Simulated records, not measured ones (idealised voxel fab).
Presented below is a process module, voxel fin reveal.
For reference, the cross-section in this document is cut, with width 245 nm and square cells of 5 nm.
Cross-sections here: square-cell grids, written as top-down lists of bands, a band being one or more rows of cells. The entry gives the band's vertical extent as a top height and a bottom height in nm, then its horizontal make-up as materials from left to right, each with a width in nm. "air" stands for empty space; a single material marked "all across" fills the band edge to edge. Convention: height 0 is the level below which the wafer, as received, is all one material. The lowest band does not terminate at the bottom but continues downward, represented as "top 0, no bottom". Top row gets the first number, bottom row gets the second, and each row in between changes by the same step: that is how a band width like "30->40" works. Take "remains unaltered" at face value: in the step it is given for, the cross-section changed in none of its cells. Trapped voids: empty space of 8 cells or more with no open way to the top, each as width x height at its distance from the left edge, in nm. Anything after a step's settings on that line? It's the simulator's own note about the step. Among the settings permitted on a step's line is "overlay nm"; applied to a step with a mask, it specifies the extent to which the mask lay to the right of its planned position, whereas a negative figure signifies a position to the left. Each of the pairs that make up the rest of this document says: here is the cross-section before one process step, here is the cross-section after it, drawn only down to the lowest band that changed, and here, under the pair, is the step lying between them with its settings. Different pairs may come from different runs of this module on the same starting wafer, so a pair continues from the pair above it only where its entry headed "Snapshot before" says so.
### Snapshot before
- top 0, no bottom  Si all across
- Trapped voids: none
### State After Step
- top 10, bottom 0  SiN all across
- below 0: unchanged
- Trapped voids: none
Between before and after as drawn above: CONFORMAL_DEP (material SiN; thk nm 10)
Snapshot before: starting point is the after cross-section of the pair just above.
### State After Step
- top 10, bottom 0  air=95, SiN=15, air=25, SiN=15, air=95
- below 0: unchanged
- Trapped voids: none
Between before and after as drawn above: MASKED_ETCH (tone cover; mask id FINS; width nm 15; pitch nm 40; etch materials SiN; depth nm 10; overlay nm 0)
Snapshot before: starting point is the after cross-section of the pair just above.
### State After Step
- top 10, bottom 0  air=95, SiN=15, air=25, SiN=15, air=95
- top 0, bottom -35  air=95, Si=15, air=25, Si=15, air=95
- below -35: unchanged
- Trapped voids: none
Between before and after as drawn above: MASKED_ETCH (tone cover; mask id FINS; width nm 15; pitch nm 40; etch materials Si; depth nm 35; overlay nm 0)
Snapshot before: starting point is the after cross-section of the pair just above.
### State After Step
- top 10, bottom 0  air=95, SiN=15, air=25, SiN=15, air=95
- top 0, bottom -35  air=95, SiO2=5, Si=5, SiO2=5, air=25, SiO2=5, Si=5, SiO2=5, air=95
- top -35, bottom -40  SiO2=100, Si=5, SiO2=35, Si=5, SiO2=100
- below -40: unchanged
- Trapped voids: none
Between before and after as drawn above: OXIDIZE (depth nm 5)
Snapshot before: starting point is the after cross-section of the pair just above.
### State After Step
- top 25, bottom 10  SiO2 all across
- top 10, bottom 0  SiO2=95, SiN=15, SiO2=25, SiN=15, SiO2=95
- top 0, bottom -40  SiO2=100, Si=5, SiO2=35, Si=5, SiO2=100
- below -40: unchanged
- Trapped voids: none
Between before and after as drawn above: FILL_DEP (material SiO2; thk nm 15)
Snapshot before: starting point is the after cross-section of the pair just above.
### State After Step
- top 10, bottom 0  SiO2=95, SiN=15, SiO2=25, SiN=15, SiO2=95
- below 0: unchanged
- Trapped voids: none
Between before and after as drawn above: CMP (height nm 10)
Snapshot before: starting point is the after cross-section of the pair just above.
### State After Step
- top 10, bottom 0  air=95, SiN=15, air=25, SiN=15, air=95
- top 0, bottom -20  air=100, Si=5, air=35, Si=5, air=100
- below -20: unchanged
- Trapped voids: none
Between before and after as drawn above: SELECTIVE_ETCH (etch materials SiO2; depth nm 30)
Snapshot before: starting point is the after cross-section of the pair just above.
### State After Step
- top 0, bottom -20  air=100, Si=5, air=35, Si=5, air=100
- below -20: unchanged
- Trapped voids: none
Between before and after as drawn above: STRIP (etch materials SiN)
### Snapshot before
- top 25, bottom 10  SiO2 all across
- top 10, bottom 0  SiO2=95, SiN=15, SiO2=25, SiN=15, SiO2=95
- top 0, bottom -40  SiO2=100, Si=5, SiO2=35, Si=5, SiO2=100
- top -40, no bottom  Si all across
- Trapped voids: none
### State After Step
- top 10, bottom 0  air=95, SiN=15, air=25, SiN=15, air=95
- top 0, bottom -5  air=100, Si=5, air=35, Si=5, air=100
- below -5: unchanged
- Trapped voids: none
Between before and after as drawn above: SELECTIVE_ETCH (etch materials SiO2; depth nm 30)
Snapshot before: starting point is the after cross-section of the pair just above.
### State After Step
- top 0, bottom -5  air=100, Si=5, air=35, Si=5, air=100
- below -5: unchanged
- Trapped voids: none
Between before and after as drawn above: STRIP (etch materials SiN)
### Snapshot before
- top 10, bottom 0  air=95, SiN=15, air=25, SiN=15, air=95
- top 0, bottom -20  air=100, Si=5, air=35, Si=5, air=100
- top -20, bottom -40  SiO2=100, Si=5, SiO2=35, Si=5, SiO2=100
- top -40, no bottom  Si all across
- Trapped voids: none
### State After Step
- top 10, bottom 0  air=95, SiN=15, air=25, SiN=15, air=95
- top 0, bottom -40  air=100, Si=5, air=35, Si=5, air=100
- below -40: unchanged
- Trapped voids: none
Between before and after as drawn above: SELECTIVE_ETCH (etch materials SiO2; depth nm 30)
Snapshot before: starting point is the after cross-section of the pair just above.
### State After Step
- top 0, bottom -40  air=100, Si=5, air=35, Si=5, air=100
- below -40: unchanged
- Trapped voids: none
Between before and after as drawn above: STRIP (etch materials SiN)
### Snapshot before
- top 10, bottom 0  SiO2=95, SiN=15, SiO2=25, SiN=15, SiO2=95
- top 0, bottom -40  SiO2=100, Si=5, SiO2=35, Si=5, SiO2=100
- top -40, no bottom  Si all across
- Trapped voids: none
### State After Step
- top 10, bottom 0  SiO2=95, air=15, SiO2=25, air=15, SiO2=95
- below 0: unchanged
- Trapped voids: none
Between before and after as drawn above: STRIP (etch materials SiN)
Snapshot before: starting point is the after cross-section of the pair just above.
### State After Step
- top 0, bottom -20  air=100, Si=5, air=35, Si=5, air=100
- top -20, bottom -30  SiO2=65, air=35, Si=5, air=35, Si=5, air=35, SiO2=65
- below -30: unchanged
- Trapped voids: none
Between before and after as drawn above: SELECTIVE_ETCH (etch materials SiO2; depth nm 30)
### Snapshot before
- top 10, bottom 0  air=95, SiN=15, air=25, SiN=15, air=95
- top 0, no bottom  Si all across
- Trapped voids: none
### State After Step
- top 10, bottom 0  air=95, SiN=15, air=25, SiN=15, air=95
- top 0, bottom -40  air=95, Si=15, air=25, Si=15, air=95
- below -40: unchanged
- Trapped voids: none
Between before and after as drawn above: MASKED_ETCH (tone cover; mask id FINS; width nm 15; pitch nm 40; etch materials Si; depth nm 40; overlay nm 0)
Snapshot before: starting point is the after cross-section of the pair just above.
### State After Step
- top 10, bottom 0  air=95, SiN=15, air=25, SiN=15, air=95
- top 0, bottom -40  air=95, SiO2=5, Si=5, SiO2=5, air=25, SiO2=5, Si=5, SiO2=5, air=95
- top -40, bottom -45  SiO2=100, Si=5, SiO2=35, Si=5, SiO2=100
- below -45: unchanged
- Trapped voids: none
Between before and after as drawn above: OXIDIZE (depth nm 5)
Snapshot before: starting point is the after cross-section of the pair just above.
### State After Step
- top 25, bottom 10  SiO2 all across
- top 10, bottom 0  SiO2=95, SiN=15, SiO2=25, SiN=15, SiO2=95
- top 0, bottom -45  SiO2=100, Si=5, SiO2=35, Si=5, SiO2=100
- below -45: unchanged
- Trapped voids: none
Between before and after as drawn above: FILL_DEP (material SiO2; thk nm 15)
Snapshot before: starting point is the after cross-section of the pair just above.
### State After Step
- top 10, bottom 0  SiO2=95, SiN=15, SiO2=25, SiN=15, SiO2=95
- below 0: unchanged
- Trapped voids: none
Between before and after as drawn above: CMP (height nm 10)
Snapshot before: starting point is the after cross-section of the pair just above.
### State After Step
- top 10, bottom 0  air=95, SiN=15, air=25, SiN=15, air=95
- top 0, bottom -20  air=100, Si=5, air=35, Si=5, air=100
- below -20: unchanged
- Trapped voids: none
Between before and after as drawn above: SELECTIVE_ETCH (etch materials SiO2; depth nm 30)
Snapshot before: starting point is the after cross-section of the pair just above.
### State After Step
- top 0, bottom -20  air=100, Si=5, air=35, Si=5, air=100
- below -20: unchanged
- Trapped voids: none
Between before and after as drawn above: STRIP (etch materials SiN)
### Snapshot before
- top 10, bottom 0  air=95, SiN=15, air=25, SiN=15, air=95
- top 0, no bottom  Si all across
- Trapped voids: none
### State After Step
- top 10, bottom 0  air=95, SiN=15, air=25, SiN=15, air=95
- top 0, bottom -35  air=90, Si=25, air=15, Si=25, air=90
- below -35: unchanged
- Trapped voids: none
Between before and after as drawn above: MASKED_ETCH (tone cover; mask id FINS; width nm 25; pitch nm 40; etch materials Si; depth nm 35; overlay nm 0)
Snapshot before: starting point is the after cross-section of the pair just above.
### State After Step
- top 10, bottom 0  air=95, SiN=15, air=25, SiN=15, air=95
- top 0, bottom -5  air=90, SiO2=10, Si=5, SiO2=10, air=15, SiO2=10, Si=5, SiO2=10, air=90
- top -5, bottom -35  air=90, SiO2=5, Si=15, SiO2=5, air=15, SiO2=5, Si=15, SiO2=5, air=90
- top -35, bottom -40  SiO2=95, Si=15, SiO2=25, Si=15, SiO2=95
- below -40: unchanged
- Trapped voids: none
Between before and after as drawn above: OXIDIZE (depth nm 5)
Snapshot before: starting point is the after cross-section of the pair just above.
### State After Step
- top 25, bottom 10  SiO2 all across
- top 10, bottom 0  SiO2=95, SiN=15, SiO2=25, SiN=15, SiO2=95
- top 0, bottom -5  SiO2=100, Si=5, SiO2=35, Si=5, SiO2=100
- top -5, bottom -40  SiO2=95, Si=15, SiO2=25, Si=15, SiO2=95
- below -40: unchanged
- Trapped voids: none
Between before and after as drawn above: FILL_DEP (material SiO2; thk nm 15)
Snapshot before: starting point is the after cross-section of the pair just above.
### State After Step
- top 10, bottom 0  SiO2=95, SiN=15, SiO2=25, SiN=15, SiO2=95
- below 0: unchanged
- Trapped voids: none
Between before and after as drawn above: CMP (height nm 10)
Snapshot before: starting point is the after cross-section of the pair just above.
### State After Step
- top 10, bottom 0  air=95, SiN=15, air=25, SiN=15, air=95
- top 0, bottom -5  air=100, Si=5, air=35, Si=5, air=100
- top -5, bottom -20  air=95, Si=15, air=25, Si=15, air=95
- below -20: unchanged
- Trapped voids: none
Between before and after as drawn above: SELECTIVE_ETCH (etch materials SiO2; depth nm 30)
Snapshot before: starting point is the after cross-section of the pair just above.
### State After Step
- top 0, bottom -5  air=100, Si=5, air=35, Si=5, air=100
- below -5: unchanged
- Trapped voids: none
Between before and after as drawn above: STRIP (etch materials SiN)
### Snapshot before
- top 10, bottom 0  SiN all across
- top 0, no bottom  Si all across
- Trapped voids: none
### State After Step
- top 10, bottom 0  air=90, SiN=15, air=25, SiN=15, air=100
- below 0: unchanged
- Trapped voids: none
Between before and after as drawn above: MASKED_ETCH (tone cover; mask id FINS; width nm 15; pitch nm 40; etch materials SiN; depth nm 10; overlay nm -5)
Snapshot before: starting point is the after cross-section of the pair just above.
### State After Step
- top 10, bottom 0  air=90, SiN=15, air=25, SiN=15, air=100
- top 0, bottom -35  air=90, Si=20, air=20, Si=20, air=95
- below -35: unchanged
- Trapped voids: none
Between before and after as drawn above: MASKED_ETCH (tone cover; mask id FINS; width nm 15; pitch nm 40; etch materials Si; depth nm 35; overlay nm 0)
Snapshot before: starting point is the after cross-section of the pair just above.
### State After Step
- top 10, bottom 0  air=90, SiN=15, air=25, SiN=15, air=100
- top 0, bottom -5  air=90, SiO2=5, Si=5, SiO2=10, air=20, SiO2=5, Si=5, SiO2=10, air=95
- top -5, bottom -35  air=90, SiO2=5, Si=10, SiO2=5, air=20, SiO2=5, Si=10, SiO2=5, air=95
- top -35, bottom -40  SiO2=95, Si=10, SiO2=30, Si=10, SiO2=100
- below -40: unchanged
- Trapped voids: none
Between before and after as drawn above: OXIDIZE (depth nm 5)
Snapshot before: starting point is the after cross-section of the pair just above.
### State After Step
- top 25, bottom 10  SiO2 all across
- top 10, bottom 0  SiO2=90, SiN=15, SiO2=25, SiN=15, SiO2=100
- top 0, bottom -5  SiO2=95, Si=5, SiO2=35, Si=5, SiO2=105
- top -5, bottom -40  SiO2=95, Si=10, SiO2=30, Si=10, SiO2=100
- below -40: unchanged
- Trapped voids: none
Between before and after as drawn above: FILL_DEP (material SiO2; thk nm 15)
Snapshot before: starting point is the after cross-section of the pair just above.
### State After Step
- top 10, bottom 0  SiO2=90, SiN=15, SiO2=25, SiN=15, SiO2=100
- below 0: unchanged
- Trapped voids: none
Between before and after as drawn above: CMP (height nm 10)
Snapshot before: starting point is the after cross-section of the pair just above.
### State After Step
- top 10, bottom 0  air=90, SiN=15, air=25, SiN=15, air=100
- top 0, bottom -5  air=95, Si=5, air=35, Si=5, air=105
- top -5, bottom -20  air=95, Si=10, air=30, Si=10, air=100
- below -20: unchanged
- Trapped voids: none
Between before and after as drawn above: SELECTIVE_ETCH (etch materials SiO2; depth nm 30)
Snapshot before: starting point is the after cross-section of the pair just above.
### State After Step
- top 0, bottom -5  air=95, Si=5, air=35, Si=5, air=105
- below -5: unchanged
- Trapped voids: none
Between before and after as drawn above: STRIP (etch materials SiN)
### Snapshot before
- top 10, bottom 0  air=95, SiN=15, air=25, SiN=15, air=95
- top 0, bottom -20  air=100, Si=5, air=35, Si=5, air=100
- top -20, bottom -40  SiO2=100, Si=5, SiO2=35, Si=5, SiO2=100
- top -40, no bottom  Si all across
- Trapped voids: none
### State After Step
- top 10, bottom 0  air=95, SiN=15, air=25, SiN=15, air=95
- top 0, bottom -40  air=100, Si=5, air=35, Si=5, air=100
- below -40: unchanged
- Trapped voids: none
Between before and after as drawn above: STRIP (etch materials SiO2)
### Snapshot before
- top 10, bottom 0  SiN all across
- top 0, no bottom  Si all across
- Trapped voids: none
### State After Step
- top 10, bottom 0  SiN=95, air=15, SiN=25, air=15, SiN=95
- below 0: unchanged
- Trapped voids: none
Between before and after as drawn above: MASKED_ETCH (tone open; mask id FINS; width nm 15; pitch nm 40; etch materials SiN; depth nm 10; overlay nm 0)
Snapshot before: starting point is the after cross-section of the pair just above.
### State After Step
- top 10, bottom 0  SiN=95, air=15, SiN=25, air=15, SiN=95
- top 0, bottom -5  Si=90, SiO2=25, Si=15, SiO2=25, Si=90
- below -5: unchanged
- Trapped voids: none
Between before and after as drawn above: OXIDIZE (depth nm 5)
Snapshot before: starting point is the after cross-section of the pair just above.
### State After Step
- top 25, bottom 10  SiO2 all across
- top 10, bottom 0  SiN=95, SiO2=15, SiN=25, SiO2=15, SiN=95
- below 0: unchanged
- Trapped voids: none
Between before and after as drawn above: FILL_DEP (material SiO2; thk nm 15)
Snapshot before: starting point is the after cross-section of the pair just above.
### State After Step
- top 10, bottom 0  SiN=95, SiO2=15, SiN=25, SiO2=15, SiN=95
- below 0: unchanged
- Trapped voids: none
Between before and after as drawn above: CMP (height nm 10)
Snapshot before: starting point is the after cross-section of the pair just above.
### State After Step
- top 10, bottom 0  SiN=95, air=15, SiN=25, air=15, SiN=95
- top 0, bottom -5  Si=90, air=25, Si=15, air=25, Si=90
- below -5: unchanged
- Trapped voids: none
Between before and after as drawn above: SELECTIVE_ETCH (etch materials SiO2; depth nm 30)
Snapshot before: starting point is the after cross-section of the pair just above.
### State After Step
- top 0, bottom -5  Si=90, air=25, Si=15, air=25, Si=90
- below -5: unchanged
- Trapped voids: none
Between before and after as drawn above: STRIP (etch materials SiN)
